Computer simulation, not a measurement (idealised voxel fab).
Herein follows the process module entitled voxel self aligned vias.
Xsec cut, 185 nm wide, square cell size 5 nm.
A cross-section is a grid of square cells, given in bands from the top down. A band is one or more rows of cells.
The band entry comprises the height of the band's top followed by the height of its bottom, expressed in nm, and subsequently the band's materials from left to right, each stated together with its width in nm. Where a single material is marked with the word "throughout", that material fills the band from edge to edge. The word "empty" represents empty space.
Ref level 0: as-received wafer is one material below here. Bottom band extends down with no lower bound ("0 -> down").
Width "30->40": first value at the band's top row of cells, second value at its bottom row, equal change from row to row.
Step marked "remained unchanged"? Then no cell in the cross-section changed in it.
Voids not open to the top, 8 cells minimum: see "Catalogued sealed voids". Written width x height at distance; distance is from the left edge; nm.
after a step's settings: what the simulator itself notes on the step
"overlay nm" answers the question of how far to the right of plan the mask lay on a step that has a mask, and when it is negative the answer is to the left.
Steps planned for the process:
step 1: RECEIVE, material Si
step 2: CONFORMAL_DEP, material SiO2, thk nm 10
step 3: CONFORMAL_DEP, material SiCN, thk nm 5
step 4: DIRECTIONAL_DEP, material SiO2, thk nm 30
step 5: DIRECTIONAL_DEP, material aC, thk nm 10
step 6: PATTERN, tone open, mask id LINES, material resist, width nm 20, pitch nm 70, thk nm 30, overlay nm 0
step 7: DIRECTIONAL_ETCH, etch materials aC, depth nm 10
step 8: STRIP, etch materials resist
step 9: DIRECTIONAL_ETCH, etch materials SiO2, depth nm 30
step 10: STRIP, etch materials aC
step 11: CONFORMAL_DEP, material TiN, thk nm 5
step 12: FILL_DEP, material W, thk nm 10
step 13: CMP, height nm 45
step 14: SELECTIVE_ETCH, etch materials W Ru TiN, depth nm 10
step 15: FILL_DEP, material SiN, thk nm 10
step 16: CMP, height nm 45
step 17: DIRECTIONAL_DEP, material SiO2, thk nm 20
step 18: MASKED_ETCH, tone open, mask id VIAS, width nm 40, pitch nm 70, etch materials SiO2, depth nm 20, overlay nm 0
step 19: MASKED_ETCH, tone open, mask id VIAS, width nm 40, pitch nm 70, etch materials SiN, depth nm 10, overlay nm 0
step 20: CONFORMAL_DEP, material TiN, thk nm 5
step 21: FILL_DEP, material Cu, thk nm 10
step 22: CMP, height nm 65
step 23: CONFORMAL_DEP, material SiCN, thk nm 5
First out of two wafers; run went to plan:
Cross-section, incoming material, after step 1:
* 0 -> down: Si throughout
* Catalogued sealed voids: none
Sectional view: wafer, after step 2:
* 10 -> 0: SiO2 throughout
* Unchanged below 0.
Sectional view: wafer, after step 3:
* 15 -> 10: SiCN throughout
* Unchanged below 10.
Sectional view: wafer, after step 4:
* 45 -> 15: SiO2 throughout
* Unchanged below 15.
Sectional view: wafer, after step 5:
* 55 -> 45: aC throughout
* Unchanged below 45.
Sectional view: wafer, after step 6:
* 85 -> 55: resist (45); empty (20); resist (50); empty (20); resist (50)
* Unchanged below 55.
Sectional view: wafer, after step 7:
* 75 -> 55: resist (45); empty (20); resist (50); empty (20); resist (50)
* 55 -> 45: aC (45); empty (20); aC (50); empty (20); aC (50)
* Unchanged below 45.
Sectional view: wafer, after step 8:
* 55 -> 45: aC (45); empty (20); aC (50); empty (20); aC (50)
* Unchanged below 45.
Sectional view: wafer, after step 9:
* 55 -> 45: aC (45); empty (20); aC (50); empty (20); aC (50)
* 45 -> 15: SiO2 (45); empty (20); SiO2 (50); empty (20); SiO2 (50)
* Unchanged below 15.
Sectional view: wafer, after step 10:
* 45 -> 15: SiO2 (45); empty (20); SiO2 (50); empty (20); SiO2 (50)
* Unchanged below 15.
Sectional view: wafer, after step 11:
* 50 -> 45: TiN (50); empty (10); TiN (60); empty (10); TiN (55)
* 45 -> 20: SiO2 (45); TiN (5); empty (10); TiN (5); SiO2 (50); TiN (5); empty (10); TiN (5); SiO2 (50)
* 20 -> 15: SiO2 (45); TiN (20); SiO2 (50); TiN (20); SiO2 (50)
* Unchanged below 15.
Sectional view: wafer, after step 12:
* 60 -> 50: W throughout
* 50 -> 45: TiN (50); W (10); TiN (60); W (10); TiN (55)
* 45 -> 20: SiO2 (45); TiN (5); W (10); TiN (5); SiO2 (50); TiN (5); W (10); TiN (5); SiO2 (50)
* Unchanged below 20.
Sectional view: wafer, after step 13:
* 45 -> 20: SiO2 (45); TiN (5); W (10); TiN (5); SiO2 (50); TiN (5); W (10); TiN (5); SiO2 (50)
* Unchanged below 20.
Sectional view: wafer, after step 14:
* 45 -> 35: SiO2 (45); empty (20); SiO2 (50); empty (20); SiO2 (50)
* Unchanged below 35.
Sectional view: wafer, after step 15:
* 55 -> 45: SiN throughout
* 45 -> 35: SiO2 (45); SiN (20); SiO2 (50); SiN (20); SiO2 (50)
* Unchanged below 35.
Sectional view: wafer, after step 16:
* 45 -> 35: SiO2 (45); SiN (20); SiO2 (50); SiN (20); SiO2 (50)
* Unchanged below 35.
Sectional view: wafer, after step 17:
* 65 -> 45: SiO2 throughout
* Unchanged below 45.
Sectional view: wafer, after step 18:
* 65 -> 45: SiO2 (35); empty (40); SiO2 (30); empty (40); SiO2 (40)
* Unchanged below 45.
Sectional view: wafer, after step 19:
* 65 -> 45: SiO2 (35); empty (40); SiO2 (30); empty (40); SiO2 (40)
* 45 -> 35: SiO2 (45); empty (20); SiO2 (50); empty (20); SiO2 (50)
* Unchanged below 35.
Sectional view: wafer, after step 20:
* 70 -> 65: TiN (40); empty (30); TiN (40); empty (30); TiN (45)
* 65 -> 50: SiO2 (35); TiN (5); empty (30); TiN (5); SiO2 (30); TiN (5); empty (30); TiN (5); SiO2 (40)
* 50 -> 40: SiO2 (35->45); TiN (15->5); empty (10); TiN (15->5); SiO2 (30->50); TiN (15->5); empty (10); TiN (15->5); SiO2 (40->50)
* 40 -> 35: SiO2 (45); TiN (20); SiO2 (50); TiN (20); SiO2 (50)
* Unchanged below 35.
Sectional view: wafer, after step 21:
* 80 -> 70: Cu throughout
* 70 -> 65: TiN (40); Cu (30); TiN (40); Cu (30); TiN (45)
* 65 -> 50: SiO2 (35); TiN (5); Cu (30); TiN (5); SiO2 (30); TiN (5); Cu (30); TiN (5); SiO2 (40)
* 50 -> 40: SiO2 (35->45); TiN (15->5); Cu (10); TiN (15->5); SiO2 (30->50); TiN (15->5); Cu (10); TiN (15->5); SiO2 (40->50)
* Unchanged below 40.
Sectional view: wafer, after step 22:
* 65 -> 50: SiO2 (35); TiN (5); Cu (30); TiN (5); SiO2 (30); TiN (5); Cu (30); TiN (5); SiO2 (40)
* Unchanged below 50.
Sectional view: wafer, after step 23:
* 70 -> 65: SiCN throughout
* Unchanged below 65.
The Second Wafer: Common Origin and Plan, One Mistake in Execution, Identical to the First Through Step 2:
Second wafer, sectioned view, at step 3's planned end time:
* 40 -> 0: SiO2 throughout
* Unchanged below 0.
Second wafer, sectioned view, at step 4's planned end time:
* 45 -> 40: SiCN throughout
* Unchanged below 40.
Second wafer, sectioned view, at step 5's planned end time:
* 55 -> 45: aC throughout
* Unchanged below 45.
Second wafer, sectioned view, at step 6's planned end time:
* 85 -> 55: resist (45); empty (20); resist (50); empty (20); resist (50)
* Unchanged below 55.
Second wafer, sectioned view, at step 7's planned end time:
* 75 -> 55: resist (45); empty (20); resist (50); empty (20); resist (50)
* 55 -> 45: aC (45); empty (20); aC (50); empty (20); aC (50)
* Unchanged below 45.
Second wafer, sectioned view, at step 8's planned end time:
* 55 -> 45: aC (45); empty (20); aC (50); empty (20); aC (50)
* Unchanged below 45.
Second wafer, sectioned view, at step 9's planned end time: remained unchanged
Second wafer, sectioned view, at step 10's planned end time:
* 45 -> 40: SiCN throughout
* Unchanged below 40.
Second wafer, sectioned view, at step 11's planned end time:
* 50 -> 45: TiN throughout
* Unchanged below 45.
Second wafer, sectioned view, at step 12's planned end time:
* 60 -> 50: W throughout
* Unchanged below 50.
Second wafer, sectioned view, at step 13's planned end time:
* 45 -> 40: SiCN throughout
* Unchanged below 40.
Second wafer, sectioned view, at step 14's planned end time: remained unchanged
Second wafer, sectioned view, at step 15's planned end time:
* 55 -> 45: SiN throughout
* Unchanged below 45.
Second wafer, sectioned view, at step 16's planned end time:
* 45 -> 40: SiCN throughout
* Unchanged below 40.
Second wafer, sectioned view, at step 17's planned end time:
* 65 -> 45: SiO2 throughout
* Unchanged below 45.
Second wafer, sectioned view, at step 18's planned end time:
* 65 -> 45: SiO2 (35); empty (40); SiO2 (30); empty (40); SiO2 (40)
* Unchanged below 45.
Second wafer, sectioned view, at step 19's planned end time: remained unchanged
Second wafer, sectioned view, at step 20's planned end time:
* 70 -> 65: TiN (40); empty (30); TiN (40); empty (30); TiN (45)
* 65 -> 50: SiO2 (35); TiN (5); empty (30); TiN (5); SiO2 (30); TiN (5); empty (30); TiN (5); SiO2 (40)
* 50 -> 45: SiO2 (35); TiN (40); SiO2 (30); TiN (40); SiO2 (40)
* Unchanged below 45.
Second wafer, sectioned view, at step 21's planned end time:
* 80 -> 70: Cu throughout
* 70 -> 65: TiN (40); Cu (30); TiN (40); Cu (30); TiN (45)
* 65 -> 50: SiO2 (35); TiN (5); Cu (30); TiN (5); SiO2 (30); TiN (5); Cu (30); TiN (5); SiO2 (40)
* Unchanged below 50.
Second wafer, sectioned view, at step 22's planned end time:
* 65 -> 50: SiO2 (35); TiN (5); Cu (30); TiN (5); SiO2 (30); TiN (5); Cu (30); TiN (5); SiO2 (40)
* Unchanged below 50.
Second wafer, sectioned view, at step 23's planned end time:
* 70 -> 65: SiCN throughout
* Unchanged below 65.
Diagnosis: steps 3 and 4 run out of order (swapped)
Cell-count delta at end, second wafer over first, by material: Cu -8; SiO2 +48; TiN -28; W -12
